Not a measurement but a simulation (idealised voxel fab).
The process module presented herein is designated voxel transistor to metal.
Each square cell in cross-section cut measures 5 nm, and the section as a whole is 200 nm wide.
Cross-section spec: square-cell grid; bands listed top down; each band is one or more rows.
Within each band entry, the heights of the top and of the bottom of the band appear first, in that order and in nm; the materials of the band then follow from left to right, each with its corresponding width in nm. The designation "throughout" on a single material indicates that it fills the band from edge to edge; the designation "air" indicates empty space.
Where do heights start? At 0: under that level the wafer as delivered is made of one material only. And the lowest band has no floor; it just carries on downward, as in "0 -> down".
Width "30..40": first value at the band's top row of cells, second value at its bottom row, equal change from row to row.
It should be understood that the words "no modifications", when stated for a given step, signify that the cross-section underwent no change in any of its cells during that step.
This entry, "Cavities, closed", enumerates those empty regions of no fewer than 8 cells that possess no open connection to the top. Each region is reported in the form width x height at distance, the distance being taken from the left edge, with all three quantities expressed in nm.
Whatever follows a step's settings on its line is a remark the simulator itself makes about that step.
overlay nm: on a step with a mask, how far right of its planned place the mask lay; negative means left.

SET OUT BELOW ARE THE PLANNED STEPS OF THE PROCESS
1 RECEIVE,material Si
2 CONFORMAL_DEP,material SiO2,thk nm 5
3 CONFORMAL_DEP,material SiN,thk nm 15
4 MASKED_ETCH,tone cover,mask id ACTIVE,width nm 85,etch materials SiN,depth nm 15,overlay nm 0
5 MASKED_ETCH,tone cover,mask id ACTIVE,width nm 85,etch materials SiO2,depth nm 5,overlay nm 0
6 MASKED_ETCH,tone cover,mask id ACTIVE,width nm 85,etch materials Si,depth nm 25,overlay nm 0
7 OXIDIZE,depth nm 5
8 FILL_DEP,material SiO2,thk nm 15
9 CMP,height nm 20
10 SELECTIVE_ETCH,etch materials SiO2,depth nm 10
11 STRIP,etch materials SiN
12 SELECTIVE_ETCH,etch materials SiO2,depth nm 5
13 OXIDIZE,depth nm 5
14 DIRECTIONAL_DEP,material polySi,thk nm 30
15 DIRECTIONAL_DEP,material SiCN,thk nm 15
16 DIRECTIONAL_DEP,material aC,thk nm 10
17 PATTERN,tone cover,mask id GATE,material resist,width nm 15,thk nm 25,overlay nm 0
18 DIRECTIONAL_ETCH,etch materials aC,depth nm 10
19 STRIP,etch materials resist
20 DIRECTIONAL_ETCH,etch materials SiCN,depth nm 25
21 DIRECTIONAL_ETCH,etch materials polySi,depth nm 40
22 STRIP,etch materials aC
23 CONFORMAL_DEP,material SiO2,thk nm 5
24 DIRECTIONAL_ETCH,etch materials SiO2,depth nm 5
25 CONFORMAL_DEP,material SiN,thk nm 10
26 DIRECTIONAL_ETCH,etch materials SiN,depth nm 10
27 DIRECTIONAL_ETCH,etch materials SiO2,depth nm 5
28 DIRECTIONAL_ETCH,etch materials Si,depth nm 15
29 EPI,material nSi,thk nm 15
30 FILL_DEP,material SiO2,thk nm 5
31 CMP,height nm 45
32 DIRECTIONAL_DEP,material SiO2,thk nm 10
33 DIRECTIONAL_DEP,material aC,thk nm 10
34 PATTERN,tone open,mask id CONTACT,material resist,width nm 15,pitch nm 60,thk nm 30,overlay nm 0
35 DIRECTIONAL_ETCH,etch materials aC,depth nm 10
36 STRIP,etch materials resist
37 DIRECTIONAL_ETCH,etch materials SiO2,depth nm 45
38 STRIP,etch materials aC
39 CONFORMAL_DEP,material TiN,thk nm 5
40 FILL_DEP,material W,thk nm 10
41 CMP,height nm 55
42 CONFORMAL_DEP,material SiCN,thk nm 5
43 DIRECTIONAL_DEP,material SiO2,thk nm 15
44 PATTERN,tone open,mask id METAL_1,material resist,width nm 15,pitch nm 60,thk nm 15,overlay nm 0
45 DIRECTIONAL_ETCH,etch materials SiO2,depth nm 15
46 DIRECTIONAL_ETCH,etch materials SiCN,depth nm 5
47 STRIP,etch materials resist
48 CONFORMAL_DEP,material TiN,thk nm 5
49 FILL_DEP,material W,thk nm 10
50 CMP,height nm 75
51 CONFORMAL_DEP,material SiCN,thk nm 5
52 DIRECTIONAL_DEP,material SiO2,thk nm 25
53 PATTERN,tone open,mask id METAL_2,material resist,width nm 15,pitch nm 60,thk nm 20,overlay nm 0
54 DIRECTIONAL_ETCH,etch materials SiO2,depth nm 15
55 STRIP,etch materials resist
56 PATTERN,tone open,mask id METAL_2_HOLES,material resist,width nm 15,pitch nm 60,thk nm 20,overlay nm 0
57 DIRECTIONAL_ETCH,etch materials SiO2,depth nm 10
58 DIRECTIONAL_ETCH,etch materials SiCN,depth nm 5
59 STRIP,etch materials resist
60 CONFORMAL_DEP,material TiN,thk nm 5
61 FILL_DEP,material Ru,thk nm 5
62 CMP,height nm 105
63 CONFORMAL_DEP,material SiCN,thk nm 5

BELOW: THE FIRST OF TWO WAFERS, RUN AS PLANNED

DELIVERED WAFER IN CROSS-SECTION: STATE AFTER STEP 1
    0 -> down  Si throughout
    Cavities, closed: none

WAFER SECTION VIEW AFTER PROCESSING STEP 2
    5 -> 0  SiO2 throughout
    Under 0: no change, same as before.

WAFER SECTION VIEW AFTER PROCESSING STEP 3
    20 -> 5  SiN throughout
    Under 5: no change, same as before.

WAFER SECTION VIEW AFTER PROCESSING STEP 4
    20 -> 5  air 55 nm / SiN 85 nm / air 60 nm
    Under 5: no change, same as before.

WAFER SECTION VIEW AFTER PROCESSING STEP 5
    20 -> 5  air 55 nm / SiN 85 nm / air 60 nm
    5 -> 0  air 55 nm / SiO2 85 nm / air 60 nm
    Under 0: no change, same as before.

WAFER SECTION VIEW AFTER PROCESSING STEP 6
    20 -> 5  air 55 nm / SiN 85 nm / air 60 nm
    5 -> 0  air 55 nm / SiO2 85 nm / air 60 nm
    0 -> -25  air 55 nm / Si 85 nm / air 60 nm
    Under -25: no change, same as before.

WAFER SECTION VIEW AFTER PROCESSING STEP 7
    20 -> 5  air 55 nm / SiN 85 nm / air 60 nm
    5 -> 0  air 55 nm / SiO2 85 nm / air 60 nm
    0 -> -25  air 55 nm / SiO2 5 nm / Si 75 nm / SiO2 5 nm / air 60 nm
    -25 -> -30  SiO2 60 nm / Si 75 nm / SiO2 65 nm
    Under -30: no change, same as before.

WAFER SECTION VIEW AFTER PROCESSING STEP 8
    35 -> 20  SiO2 throughout
    20 -> 5  SiO2 55 nm / SiN 85 nm / SiO2 60 nm
    5 -> 0  SiO2 throughout
    0 -> -30  SiO2 60 nm / Si 75 nm / SiO2 65 nm
    Under -30: no change, same as before.

WAFER SECTION VIEW AFTER PROCESSING STEP 9
    20 -> 5  SiO2 55 nm / SiN 85 nm / SiO2 60 nm
    Under 5: no change, same as before.

WAFER SECTION VIEW AFTER PROCESSING STEP 10
    20 -> 10  air 55 nm / SiN 85 nm / air 60 nm
    Under 10: no change, same as before.

WAFER SECTION VIEW AFTER PROCESSING STEP 11
    10 -> 5  SiO2 55 nm / air 85 nm / SiO2 60 nm
    Under 5: no change, same as before.

WAFER SECTION VIEW AFTER PROCESSING STEP 12
    5 -> 0  SiO2 50 nm / air 95 nm / SiO2 55 nm
    Under 0: no change, same as before.

WAFER SECTION VIEW AFTER PROCESSING STEP 13
    5 -> 0  SiO2 50 nm / air 95 nm / SiO2 55 nm
    0 -> -5  SiO2 throughout
    Under -5: no change, same as before.

WAFER SECTION VIEW AFTER PROCESSING STEP 14
    35 -> 30  polySi 50 nm / air 95 nm / polySi 55 nm
    30 -> 5  polySi throughout
    5 -> 0  SiO2 50 nm / polySi 95 nm / SiO2 55 nm
    Under 0: no change, same as before.

WAFER SECTION VIEW AFTER PROCESSING STEP 15
    50 -> 45  SiCN 50 nm / air 95 nm / SiCN 55 nm
    45 -> 35  SiCN throughout
    35 -> 30  polySi 50 nm / SiCN 95 nm / polySi 55 nm
    Under 30: no change, same as before.

WAFER SECTION VIEW AFTER PROCESSING STEP 16
    60 -> 55  aC 50 nm / air 95 nm / aC 55 nm
    55 -> 50  aC throughout
    50 -> 45  SiCN 50 nm / aC 95 nm / SiCN 55 nm
    Under 45: no change, same as before.

WAFER SECTION VIEW AFTER PROCESSING STEP 17
    85 -> 60  air 90 nm / resist 15 nm / air 95 nm
    60 -> 55  aC 50 nm / air 40 nm / resist 15 nm / air 40 nm / aC 55 nm
    Under 55: no change, same as before.

WAFER SECTION VIEW AFTER PROCESSING STEP 18
    75 -> 55  air 90 nm / resist 15 nm / air 95 nm
    55 -> 50  air 90 nm / aC 15 nm / air 95 nm
    50 -> 45  SiCN 50 nm / air 40 nm / aC 15 nm / air 40 nm / SiCN 55 nm
    Under 45: no change, same as before.

WAFER SECTION VIEW AFTER PROCESSING STEP 19
    55 -> 50  air 90 nm / aC 15 nm / air 95 nm
    Under 50: no change, same as before.

WAFER SECTION VIEW AFTER PROCESSING STEP 20
    55 -> 45  air 90 nm / aC 15 nm / air 95 nm
    45 -> 35  air 90 nm / SiCN 15 nm / air 95 nm
    35 -> 30  polySi 50 nm / air 40 nm / SiCN 15 nm / air 40 nm / polySi 55 nm
    Under 30: no change, same as before.

WAFER SECTION VIEW AFTER PROCESSING STEP 21
    55 -> 45  air 90 nm / aC 15 nm / air 95 nm
    45 -> 30  air 90 nm / SiCN 15 nm / air 95 nm
    30 -> 5  air 90 nm / polySi 15 nm / air 95 nm
    5 -> 0  SiO2 50 nm / air 40 nm / polySi 15 nm / air 40 nm / SiO2 55 nm
    Under 0: no change, same as before.

WAFER SECTION VIEW AFTER PROCESSING STEP 22
    45 -> 30  air 90 nm / SiCN 15 nm / air 95 nm
    Under 30: no change, same as before.

WAFER SECTION VIEW AFTER PROCESSING STEP 23
    50 -> 45  air 85 nm / SiO2 25 nm / air 90 nm
    45 -> 30  air 85 nm / SiO2 5 nm / SiCN 15 nm / SiO2 5 nm / air 90 nm
    30 -> 10  air 85 nm / SiO2 5 nm / polySi 15 nm / SiO2 5 nm / air 90 nm
    10 -> 5  SiO2 55 nm / air 30 nm / SiO2 5 nm / polySi 15 nm / SiO2 5 nm / air 30 nm / SiO2 60 nm
    5 -> 0  SiO2 90 nm / polySi 15 nm / SiO2 95 nm
    Under 0: no change, same as before.

WAFER SECTION VIEW AFTER PROCESSING STEP 24
    45 -> 30  air 85 nm / SiO2 5 nm / SiCN 15 nm / SiO2 5 nm / air 90 nm
    30 -> 5  air 85 nm / SiO2 5 nm / polySi 15 nm / SiO2 5 nm / air 90 nm
    5 -> 0  SiO2 55 nm / air 30 nm / SiO2 5 nm / polySi 15 nm / SiO2 5 nm / air 30 nm / SiO2 60 nm
    Under 0: no change, same as before.

WAFER SECTION VIEW AFTER PROCESSING STEP 25
    55 -> 45  air 75 nm / SiN 45 nm / air 80 nm
    45 -> 30  air 75 nm / SiN 10 nm / SiO2 5 nm / SiCN 15 nm / SiO2 5 nm / SiN 10 nm / air 80 nm
    30 -> 15  air 75 nm / SiN 10 nm / SiO2 5 nm / polySi 15 nm / SiO2 5 nm / SiN 10 nm / air 80 nm
    15 -> 10  SiN 65 nm / air 10 nm / SiN 10 nm / SiO2 5 nm / polySi 15 nm / SiO2 5 nm / SiN 10 nm / air 10 nm / SiN 70 nm
    10 -> 5  SiN 85 nm / SiO2 5 nm / polySi 15 nm / SiO2 5 nm / SiN 90 nm
    5 -> 0  SiO2 55 nm / SiN 30 nm / SiO2 5 nm / polySi 15 nm / SiO2 5 nm / SiN 30 nm / SiO2 60 nm
    Under 0: no change, same as before.

WAFER SECTION VIEW AFTER PROCESSING STEP 26
    45 -> 30  air 75 nm / SiN 10 nm / SiO2 5 nm / SiCN 15 nm / SiO2 5 nm / SiN 10 nm / air 80 nm
    30 -> 5  air 75 nm / SiN 10 nm / SiO2 5 nm / polySi 15 nm / SiO2 5 nm / SiN 10 nm / air 80 nm
    5 -> 0  SiO2 55 nm / SiN 10 nm / air 10 nm / SiN 10 nm / SiO2 5 nm / polySi 15 nm / SiO2 5 nm / SiN 10 nm / air 10 nm / SiN 10 nm / SiO2 60 nm
    Under 0: no change, same as before.

WAFER SECTION VIEW AFTER PROCESSING STEP 27
    45 -> 40  air 75 nm / SiN 10 nm / air 5 nm / SiCN 15 nm / air 5 nm / SiN 10 nm / air 80 nm
    40 -> 30  air 75 nm / SiN 10 nm / SiO2 5 nm / SiCN 15 nm / SiO2 5 nm / SiN 10 nm / air 80 nm
    30 -> 5  air 75 nm / SiN 10 nm / SiO2 5 nm / polySi 15 nm / SiO2 5 nm / SiN 10 nm / air 80 nm
    5 -> 0  air 55 nm / SiN 10 nm / air 10 nm / SiN 10 nm / SiO2 5 nm / polySi 15 nm / SiO2 5 nm / SiN 10 nm / air 10 nm / SiN 10 nm / air 60 nm
    0 -> -5  SiO2 65 nm / air 10 nm / SiO2 45 nm / air 10 nm / SiO2 70 nm
    Under -5: no change, same as before.

WAFER SECTION VIEW AFTER PROCESSING STEP 28
    45 -> 40  air 75 nm / SiN 10 nm / air 5 nm / SiCN 15 nm / air 5 nm / SiN 10 nm / air 80 nm
    40 -> 30  air 75 nm / SiN 10 nm / SiO2 5 nm / SiCN 15 nm / SiO2 5 nm / SiN 10 nm / air 80 nm
    30 -> 5  air 75 nm / SiN 10 nm / SiO2 5 nm / polySi 15 nm / SiO2 5 nm / SiN 10 nm / air 80 nm
    5 -> 0  air 55 nm / SiN 10 nm / air 10 nm / SiN 10 nm / SiO2 5 nm / polySi 15 nm / SiO2 5 nm / SiN 10 nm / air 10 nm / SiN 10 nm / air 60 nm
    0 -> -5  SiO2 65 nm / air 10 nm / SiO2 45 nm / air 10 nm / SiO2 70 nm
    -5 -> -20  SiO2 60 nm / Si 5 nm / air 10 nm / Si 45 nm / air 10 nm / Si 5 nm / SiO2 65 nm
    Under -20: no change, same as before.

WAFER SECTION VIEW AFTER PROCESSING STEP 29
    45 -> 40  air 75 nm / SiN 10 nm / air 5 nm / SiCN 15 nm / air 5 nm / SiN 10 nm / air 80 nm
    40 -> 30  air 75 nm / SiN 10 nm / SiO2 5 nm / SiCN 15 nm / SiO2 5 nm / SiN 10 nm / air 80 nm
    30 -> 10  air 75 nm / SiN 10 nm / SiO2 5 nm / polySi 15 nm / SiO2 5 nm / SiN 10 nm / air 80 nm
    10 -> 5  air 60 nm / nSi 15 nm / SiN 10 nm / SiO2 5 nm / polySi 15 nm / SiO2 5 nm / SiN 10 nm / nSi 15 nm / air 65 nm
    5 -> 0  air 55 nm / SiN 10 nm / nSi 10 nm / SiN 10 nm / SiO2 5 nm / polySi 15 nm / SiO2 5 nm / SiN 10 nm / nSi 10 nm / SiN 10 nm / air 60 nm
    0 -> -5  SiO2 65 nm / nSi 10 nm / SiO2 45 nm / nSi 10 nm / SiO2 70 nm
    -5 -> -20  SiO2 60 nm / Si 5 nm / nSi 10 nm / Si 45 nm / nSi 10 nm / Si 5 nm / SiO2 65 nm
    Under -20: no change, same as before.

WAFER SECTION VIEW AFTER PROCESSING STEP 30
    50 -> 45  SiO2 throughout
    45 -> 30  SiO2 75 nm / SiN 10 nm / SiO2 5 nm / SiCN 15 nm / SiO2 5 nm / SiN 10 nm / SiO2 80 nm
    30 -> 10  SiO2 75 nm / SiN 10 nm / SiO2 5 nm / polySi 15 nm / SiO2 5 nm / SiN 10 nm / SiO2 80 nm
    10 -> 5  SiO2 60 nm / nSi 15 nm / SiN 10 nm / SiO2 5 nm / polySi 15 nm / SiO2 5 nm / SiN 10 nm / nSi 15 nm / SiO2 65 nm
    5 -> 0  SiO2 55 nm / SiN 10 nm / nSi 10 nm / SiN 10 nm / SiO2 5 nm / polySi 15 nm / SiO2 5 nm / SiN 10 nm / nSi 10 nm / SiN 10 nm / SiO2 60 nm
    Under 0: no change, same as before.

WAFER SECTION VIEW AFTER PROCESSING STEP 31
    45 -> 30  SiO2 75 nm / SiN 10 nm / SiO2 5 nm / SiCN 15 nm / SiO2 5 nm / SiN 10 nm / SiO2 80 nm
    Under 30: no change, same as before.

WAFER SECTION VIEW AFTER PROCESSING STEP 32
    55 -> 45  SiO2 throughout
    Under 45: no change, same as before.

WAFER SECTION VIEW AFTER PROCESSING STEP 33
    65 -> 55  aC throughout
    Under 55: no change, same as before.

WAFER SECTION VIEW AFTER PROCESSING STEP 34
    95 -> 65  resist 60 nm / air 15 nm / resist 45 nm / air 15 nm / resist 65 nm
    Under 65: no change, same as before.

WAFER SECTION VIEW AFTER PROCESSING STEP 35
    85 -> 65  resist 60 nm / air 15 nm / resist 45 nm / air 15 nm / resist 65 nm
    65 -> 55  aC 60 nm / air 15 nm / aC 45 nm / air 15 nm / aC 65 nm
    Under 55: no change, same as before.

WAFER SECTION VIEW AFTER PROCESSING STEP 36
    65 -> 55  aC 60 nm / air 15 nm / aC 45 nm / air 15 nm / aC 65 nm
    Under 55: no change, same as before.

WAFER SECTION VIEW AFTER PROCESSING STEP 37
    65 -> 55  aC 60 nm / air 15 nm / aC 45 nm / air 15 nm / aC 65 nm
    55 -> 45  SiO2 60 nm / air 15 nm / SiO2 45 nm / air 15 nm / SiO2 65 nm
    45 -> 30  SiO2 60 nm / air 15 nm / SiN 10 nm / SiO2 5 nm / SiCN 15 nm / SiO2 5 nm / SiN 10 nm / air 15 nm / SiO2 65 nm
    30 -> 10  SiO2 60 nm / air 15 nm / SiN 10 nm / SiO2 5 nm / polySi 15 nm / SiO2 5 nm / SiN 10 nm / air 15 nm / SiO2 65 nm
    Under 10: no change, same as before.

WAFER SECTION VIEW AFTER PROCESSING STEP 38
    55 -> 45  SiO2 60 nm / air 15 nm / SiO2 45 nm / air 15 nm / SiO2 65 nm
    Under 45: no change, same as before.

WAFER SECTION VIEW AFTER PROCESSING STEP 39
    60 -> 55  TiN 65 nm / air 5 nm / TiN 55 nm / air 5 nm / TiN 70 nm
    55 -> 45  SiO2 60 nm / TiN 5 nm / air 5 nm / TiN 5 nm / SiO2 45 nm / TiN 5 nm / air 5 nm / TiN 5 nm / SiO2 65 nm
    45 -> 30  SiO2 60 nm / TiN 5 nm / air 5 nm / TiN 5 nm / SiN 10 nm / SiO2 5 nm / SiCN 15 nm / SiO2 5 nm / SiN 10 nm / TiN 5 nm / air 5 nm / TiN 5 nm / SiO2 65 nm
    30 -> 15  SiO2 60 nm / TiN 5 nm / air 5 nm / TiN 5 nm / SiN 10 nm / SiO2 5 nm / polySi 15 nm / SiO2 5 nm / SiN 10 nm / TiN 5 nm / air 5 nm / TiN 5 nm / SiO2 65 nm
    15 -> 10  SiO2 60 nm / TiN 15 nm / SiN 10 nm / SiO2 5 nm / polySi 15 nm / SiO2 5 nm / SiN 10 nm / TiN 15 nm / SiO2 65 nm
    Under 10: no change, same as before.

WAFER SECTION VIEW AFTER PROCESSING STEP 40
    70 -> 60  W throughout
    60 -> 55  TiN 65 nm / W 5 nm / TiN 55 nm / W 5 nm / TiN 70 nm
    55 -> 45  SiO2 60 nm / TiN 5 nm / W 5 nm / TiN 5 nm / SiO2 45 nm / TiN 5 nm / W 5 nm / TiN 5 nm / SiO2 65 nm
    45 -> 30  SiO2 60 nm / TiN 5 nm / W 5 nm / TiN 5 nm / SiN 10 nm / SiO2 5 nm / SiCN 15 nm / SiO2 5 nm / SiN 10 nm / TiN 5 nm / W 5 nm / TiN 5 nm / SiO2 65 nm
    30 -> 15  SiO2 60 nm / TiN 5 nm / W 5 nm / TiN 5 nm / SiN 10 nm / SiO2 5 nm / polySi 15 nm / SiO2 5 nm / SiN 10 nm / TiN 5 nm / W 5 nm / TiN 5 nm / SiO2 65 nm
    Under 15: no change, same as before.

WAFER SECTION VIEW AFTER PROCESSING STEP 41
    55 -> 45  SiO2 60 nm / TiN 5 nm / W 5 nm / TiN 5 nm / SiO2 45 nm / TiN 5 nm / W 5 nm / TiN 5 nm / SiO2 65 nm
    Under 45: no change, same as before.

WAFER SECTION VIEW AFTER PROCESSING STEP 42
    60 -> 55  SiCN throughout
    Under 55: no change, same as before.

WAFER SECTION VIEW AFTER PROCESSING STEP 43
    75 -> 60  SiO2 throughout
    Under 60: no change, same as before.

WAFER SECTION VIEW AFTER PROCESSING STEP 44
    90 -> 75  resist 60 nm / air 15 nm / resist 45 nm / air 15 nm / resist 65 nm
    Under 75: no change, same as before.

WAFER SECTION VIEW AFTER PROCESSING STEP 45
    90 -> 75  resist 60 nm / air 15 nm / resist 45 nm / air 15 nm / resist 65 nm
    75 -> 60  SiO2 60 nm / air 15 nm / SiO2 45 nm / air 15 nm / SiO2 65 nm
    Under 60: no change, same as before.

WAFER SECTION VIEW AFTER PROCESSING STEP 46
    90 -> 75  resist 60 nm / air 15 nm / resist 45 nm / air 15 nm / resist 65 nm
    75 -> 60  SiO2 60 nm / air 15 nm / SiO2 45 nm / air 15 nm / SiO2 65 nm
    60 -> 55  SiCN 60 nm / air 15 nm / SiCN 45 nm / air 15 nm / SiCN 65 nm
    Under 55: no change, same as before.

WAFER SECTION VIEW AFTER PROCESSING STEP 47
    75 -> 60  SiO2 60 nm / air 15 nm / SiO2 45 nm / air 15 nm / SiO2 65 nm
    Under 60: no change, same as before.

WAFER SECTION VIEW AFTER PROCESSING STEP 48
    80 -> 75  TiN 65 nm / air 5 nm / TiN 55 nm / air 5 nm / TiN 70 nm
    75 -> 60  SiO2 60 nm / TiN 5 nm / air 5 nm / TiN 5 nm / SiO2 45 nm / TiN 5 nm / air 5 nm / TiN 5 nm / SiO2 65 nm
    60 -> 55  SiCN 60 nm / TiN 15 nm / SiCN 45 nm / TiN 15 nm / SiCN 65 nm
    Under 55: no change, same as before.

WAFER SECTION VIEW AFTER PROCESSING STEP 49
    90 -> 80  W throughout
    80 -> 75  TiN 65 nm / W 5 nm / TiN 55 nm / W 5 nm / TiN 70 nm
    75 -> 60  SiO2 60 nm / TiN 5 nm / W 5 nm / TiN 5 nm / SiO2 45 nm / TiN 5 nm / W 5 nm / TiN 5 nm / SiO2 65 nm
    Under 60: no change, same as before.

WAFER SECTION VIEW AFTER PROCESSING STEP 50
    75 -> 60  SiO2 60 nm / TiN 5 nm / W 5 nm / TiN 5 nm / SiO2 45 nm / TiN 5 nm / W 5 nm / TiN 5 nm / SiO2 65 nm
    Under 60: no change, same as before.

WAFER SECTION VIEW AFTER PROCESSING STEP 51
    80 -> 75  SiCN throughout
    Under 75: no change, same as before.

WAFER SECTION VIEW AFTER PROCESSING STEP 52
    105 -> 80  SiO2 throughout
    Under 80: no change, same as before.

WAFER SECTION VIEW AFTER PROCESSING STEP 53
    125 -> 105  resist 60 nm / air 15 nm / resist 45 nm / air 15 nm / resist 65 nm
    Under 105: no change, same as before.

WAFER SECTION VIEW AFTER PROCESSING STEP 54
    125 -> 105  resist 60 nm / air 15 nm / resist 45 nm / air 15 nm / resist 65 nm
    105 -> 90  SiO2 60 nm / air 15 nm / SiO2 45 nm / air 15 nm / SiO2 65 nm
    Under 90: no change, same as before.

WAFER SECTION VIEW AFTER PROCESSING STEP 55
    105 -> 90  SiO2 60 nm / air 15 nm / SiO2 45 nm / air 15 nm / SiO2 65 nm
    Under 90: no change, same as before.

WAFER SECTION VIEW AFTER PROCESSING STEP 56
    125 -> 105  resist 60 nm / air 15 nm / resist 45 nm / air 15 nm / resist 65 nm
    Under 105: no change, same as before.

WAFER SECTION VIEW AFTER PROCESSING STEP 57
    125 -> 105  resist 60 nm / air 15 nm / resist 45 nm / air 15 nm / resist 65 nm
    105 -> 80  SiO2 60 nm / air 15 nm / SiO2 45 nm / air 15 nm / SiO2 65 nm
    Under 80: no change, same as before.

WAFER SECTION VIEW AFTER PROCESSING STEP 58
    125 -> 105  resist 60 nm / air 15 nm / resist 45 nm / air 15 nm / resist 65 nm
    105 -> 80  SiO2 60 nm / air 15 nm / SiO2 45 nm / air 15 nm / SiO2 65 nm
    80 -> 75  SiCN 60 nm / air 15 nm / SiCN 45 nm / air 15 nm / SiCN 65 nm
    Under 75: no change, same as before.

WAFER SECTION VIEW AFTER PROCESSING STEP 59
    105 -> 80  SiO2 60 nm / air 15 nm / SiO2 45 nm / air 15 nm / SiO2 65 nm
    Under 80: no change, same as before.

WAFER SECTION VIEW AFTER PROCESSING STEP 60
    110 -> 105  TiN 65 nm / air 5 nm / TiN 55 nm / air 5 nm / TiN 70 nm
    105 -> 80  SiO2 60 nm / TiN 5 nm / air 5 nm / TiN 5 nm / SiO2 45 nm / TiN 5 nm / air 5 nm / TiN 5 nm / SiO2 65 nm
    80 -> 75  SiCN 60 nm / TiN 15 nm / SiCN 45 nm / TiN 15 nm / SiCN 65 nm
    Under 75: no change, same as before.

WAFER SECTION VIEW AFTER PROCESSING STEP 61
    115 -> 110  Ru throughout
    110 -> 105  TiN 65 nm / Ru 5 nm / TiN 55 nm / Ru 5 nm / TiN 70 nm
    105 -> 80  SiO2 60 nm / TiN 5 nm / Ru 5 nm / TiN 5 nm / SiO2 45 nm / TiN 5 nm / Ru 5 nm / TiN 5 nm / SiO2 65 nm
    Under 80: no change, same as before.

WAFER SECTION VIEW AFTER PROCESSING STEP 62
    105 -> 80  SiO2 60 nm / TiN 5 nm / Ru 5 nm / TiN 5 nm / SiO2 45 nm / TiN 5 nm / Ru 5 nm / TiN 5 nm / SiO2 65 nm
    Under 80: no change, same as before.

WAFER SECTION VIEW AFTER PROCESSING STEP 63
    110 -> 105  SiCN throughout
    Under 105: no change, same as before.

IT IS TO BE NOTED THAT THE SECOND WAFER PROCEEDED FROM THE SAME INITIAL STATE AND ACCORDING TO THE SAME PLAN AS THE FIRST, ALTHOUGH ONE MISTAKE WAS COMMITTED IN ITS EXECUTION; THROUGH STEP 51, INCLUSIVE, THE TWO WAFERS SHARE AN IDENTICAL HISTORY

WHEN STEP 52 SHOULD HAVE ENDED
    130 -> 80  SiO2 throughout
    Under 80: no change, same as before.

WHEN STEP 53 SHOULD HAVE ENDED
    150 -> 130  resist 60 nm / air 15 nm / resist 45 nm / air 15 nm / resist 65 nm
    Under 130: no change, same as before.

WHEN STEP 54 SHOULD HAVE ENDED
    150 -> 130  resist 60 nm / air 15 nm / resist 45 nm / air 15 nm / resist 65 nm
    130 -> 115  SiO2 60 nm / air 15 nm / SiO2 45 nm / air 15 nm / SiO2 65 nm
    Under 115: no change, same as before.

WHEN STEP 55 SHOULD HAVE ENDED
    130 -> 115  SiO2 60 nm / air 15 nm / SiO2 45 nm / air 15 nm / SiO2 65 nm
    Under 115: no change, same as before.

WHEN STEP 56 SHOULD HAVE ENDED
    150 -> 130  resist 60 nm / air 15 nm / resist 45 nm / air 15 nm / resist 65 nm
    Under 130: no change, same as before.

WHEN STEP 57 SHOULD HAVE ENDED
    150 -> 130  resist 60 nm / air 15 nm / resist 45 nm / air 15 nm / resist 65 nm
    130 -> 105  SiO2 60 nm / air 15 nm / SiO2 45 nm / air 15 nm / SiO2 65 nm
    Under 105: no change, same as before.

when step 58 should have ended: no modifications

WHEN STEP 59 SHOULD HAVE ENDED
    130 -> 105  SiO2 60 nm / air 15 nm / SiO2 45 nm / air 15 nm / SiO2 65 nm
    Under 105: no change, same as before.

WHEN STEP 60 SHOULD HAVE ENDED
    135 -> 130  TiN 65 nm / air 5 nm / TiN 55 nm / air 5 nm / TiN 70 nm
    130 -> 110  SiO2 60 nm / TiN 5 nm / air 5 nm / TiN 5 nm / SiO2 45 nm / TiN 5 nm / air 5 nm / TiN 5 nm / SiO2 65 nm
    110 -> 105  SiO2 60 nm / TiN 15 nm / SiO2 45 nm / TiN 15 nm / SiO2 65 nm
    Under 105: no change, same as before.

WHEN STEP 61 SHOULD HAVE ENDED
    140 -> 135  Ru throughout
    135 -> 130  TiN 65 nm / Ru 5 nm / TiN 55 nm / Ru 5 nm / TiN 70 nm
    130 -> 110  SiO2 60 nm / TiN 5 nm / Ru 5 nm / TiN 5 nm / SiO2 45 nm / TiN 5 nm / Ru 5 nm / TiN 5 nm / SiO2 65 nm
    Under 110: no change, same as before.

WHEN STEP 62 SHOULD HAVE ENDED
    105 -> 80  SiO2 throughout
    Under 80: no change, same as before.

WHEN STEP 63 SHOULD HAVE ENDED
    110 -> 105  SiCN throughout
    Under 105: no change, same as before.
So what did we get wrong on this run? step 52 was run twice
The second wafer ends with more or fewer cells of some materials than the first, per final count: Ru -10, SiCN +6, SiO2 +30, TiN -26
